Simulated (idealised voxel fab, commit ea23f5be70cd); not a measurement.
This is a process module. Its name is voxel self aligned vias.
Cross-section cut spans 215 nm and uses square cells 5 nm in size.
In what follows, cross-sections appear as grids of square cells, described through bands that run from the top down, where every band is one or more rows of cells. In this notation a band is specified by the heights of its top and bottom, in that order and in nm, after which its materials appear from left to right, each paired with its width in nm. The word "edge to edge" attached to a single material means that material fills the band from edge to edge; the word "empty" stands for empty space. Basically, 0 is our baseline, since under it the wafer straight out of the box is all one material. The bottom band has no lower end and keeps on going down, so it looks like "z 0 and below". A two-number width, for instance "30->40", indicates that the width is equal to the first number in the top row of the band and to the second number in the bottom row, and that it changes by a constant amount per row of cells. "nothing different" after a step means that no cell of the cross-section changed. Enclosed voids (no open way to top), threshold 8 cells or more, entry "closed voids", notation width x height at distance, distance from left edge, nm. On a step's line, text after the settings is the simulator commenting on that step. overlay nm: how far to the right of its planned place the mask lay on this masked step (negative: to the left).
So here's the lineup of process steps we planned
1,RECEIVE with material Si
2,CONFORMAL_DEP with material SiO2, thk nm 10
3,CONFORMAL_DEP with material SiCN, thk nm 5
4,DIRECTIONAL_DEP with material lowk, thk nm 20
5,MASKED_ETCH with tone open, mask id LINES, width nm 30, pitch nm 60, etch materials lowk, depth nm 20, overlay nm -15
6,CONFORMAL_DEP with material TiN, thk nm 5
7,FILL_DEP with material W, thk nm 5
8,CMP with height nm 35
9,SELECTIVE_ETCH with etch materials W Ru TiN, depth nm 10
10,FILL_DEP with material SiN, thk nm 10
11,CMP with height nm 35
12,DIRECTIONAL_DEP with material lowk, thk nm 20
13,PATTERN with tone open, mask id VIAS, material resist, width nm 40, pitch nm 60, thk nm 15, overlay nm 0
14,DIRECTIONAL_ETCH with etch materials lowk, depth nm 20
15,DIRECTIONAL_ETCH with etch materials SiN, depth nm 10
16,STRIP with etch materials resist
17,CONFORMAL_DEP with material TiN, thk nm 5
18,FILL_DEP with material Cu, thk nm 10
19,CMP with height nm 55
20,CONFORMAL_DEP with material SiCN, thk nm 5
Quick note for whoever runs this: the wafers start identical, but the overlay nm at step 5 isn't the same across them. The plan just shows what the first wafer had.
Cross-section of the first of several wafers on receipt, reflecting completion of step 1
    z 0 and below: Si edge to edge
    closed voids: none
Cross-sectional representation of the first of several wafers at the end of the module, i.e. after its terminal step, step 20
    z 60 to 55: SiCN edge to edge
    z 55 to 40: lowk 25 nm  TiN 5 nm  Cu 30 nm  TiN 5 nm  lowk 20 nm  TiN 5 nm  Cu 30 nm  TiN 5 nm  lowk 20 nm  TiN 5 nm  Cu 30 nm  TiN 5 nm  lowk 30 nm
    z 40 to 35: lowk 25 nm  TiN 5 nm  Cu 10 nm  TiN 25 nm  lowk 20 nm  TiN 5 nm  Cu 10 nm  TiN 25 nm  lowk 20 nm  TiN 5 nm  Cu 10 nm  TiN 25 nm  lowk 30 nm
    z 35 to 30: lowk 15 nm  SiN 10 nm  TiN 5 nm  Cu 10 nm  TiN 5 nm  lowk 30 nm  SiN 10 nm  TiN 5 nm  Cu 10 nm  TiN 5 nm  lowk 30 nm  SiN 10 nm  TiN 5 nm  Cu 10 nm  TiN 5 nm  lowk 50 nm
    z 30 to 25: lowk 15 nm  SiN 10 nm  TiN 20 nm  lowk 30 nm  SiN 10 nm  TiN 20 nm  lowk 30 nm  SiN 10 nm  TiN 20 nm  lowk 50 nm
    z 25 to 20: lowk 15 nm  TiN 5 nm  W 20 nm  TiN 5 nm  lowk 30 nm  TiN 5 nm  W 20 nm  TiN 5 nm  lowk 30 nm  TiN 5 nm  W 20 nm  TiN 5 nm  lowk 50 nm
    z 20 to 15: lowk 15 nm  TiN 30 nm  lowk 30 nm  TiN 30 nm  lowk 30 nm  TiN 30 nm  lowk 50 nm
    z 15 to 10: SiCN edge to edge
    z 10 to 0: SiO2 edge to edge
    z 0 and below: Si edge to edge
    closed voids: none
Showing the last wafer in cross-section at the end of the module
    z 60 to 55: SiCN edge to edge
    z 55 to 40: lowk 25 nm  TiN 5 nm  Cu 30 nm  TiN 5 nm  lowk 20 nm  TiN 5 nm  Cu 30 nm  TiN 5 nm  lowk 20 nm  TiN 5 nm  Cu 30 nm  TiN 5 nm  lowk 30 nm
    z 40 to 35: lowk 25 nm  TiN 25 nm  Cu 10 nm  TiN 5 nm  lowk 20 nm  TiN 25 nm  Cu 10 nm  TiN 5 nm  lowk 20 nm  TiN 25 nm  Cu 10 nm  TiN 5 nm  lowk 30 nm
    z 35 to 30: lowk 45 nm  TiN 5 nm  Cu 10 nm  TiN 5 nm  SiN 10 nm  lowk 30 nm  TiN 5 nm  Cu 10 nm  TiN 5 nm  SiN 10 nm  lowk 30 nm  TiN 5 nm  Cu 10 nm  TiN 5 nm  SiN 10 nm  lowk 20 nm
    z 30 to 25: lowk 45 nm  TiN 20 nm  SiN 10 nm  lowk 30 nm  TiN 20 nm  SiN 10 nm  lowk 30 nm  TiN 20 nm  SiN 10 nm  lowk 20 nm
    z 25 to 20: lowk 45 nm  TiN 5 nm  W 20 nm  TiN 5 nm  lowk 30 nm  TiN 5 nm  W 20 nm  TiN 5 nm  lowk 30 nm  TiN 5 nm  W 20 nm  TiN 5 nm  lowk 20 nm
    z 20 to 15: lowk 45 nm  TiN 30 nm  lowk 30 nm  TiN 30 nm  lowk 30 nm  TiN 30 nm  lowk 20 nm
    z 15 to 10: SiCN edge to edge
    z 10 to 0: SiO2 edge to edge
    z 0 and below: Si edge to edge
    closed voids: none
Gained (+) or lost (-) cells of each material since receipt, then closed voids: one row per wafer, at the end of the module
overlay nm -15 | +66 Cu | +86 SiCN | +12 SiN | +86 SiO2 | +78 TiN | +12 W | +176 lowk | closed voids: none
overlay nm -10 | +72 Cu | +86 SiCN | +6 SiN | +86 SiO2 | +78 TiN | +12 W | +176 lowk | closed voids: none
overlay nm -5 | +78 Cu | +86 SiCN | +86 SiO2 | +78 TiN | +12 W | +176 lowk | closed voids: none
overlay nm 0 | +78 Cu | +86 SiCN | +86 SiO2 | +78 TiN | +12 W | +176 lowk | closed voids: none
overlay nm 5 | +78 Cu | +86 SiCN | +86 SiO2 | +78 TiN | +12 W | +176 lowk | closed voids: none
overlay nm 10 | +72 Cu | +86 SiCN | +6 SiN | +86 SiO2 | +78 TiN | +12 W | +176 lowk | closed voids: none
overlay nm 15 | +66 Cu | +86 SiCN | +12 SiN | +86 SiO2 | +78 TiN | +12 W | +176 lowk | closed voids: none
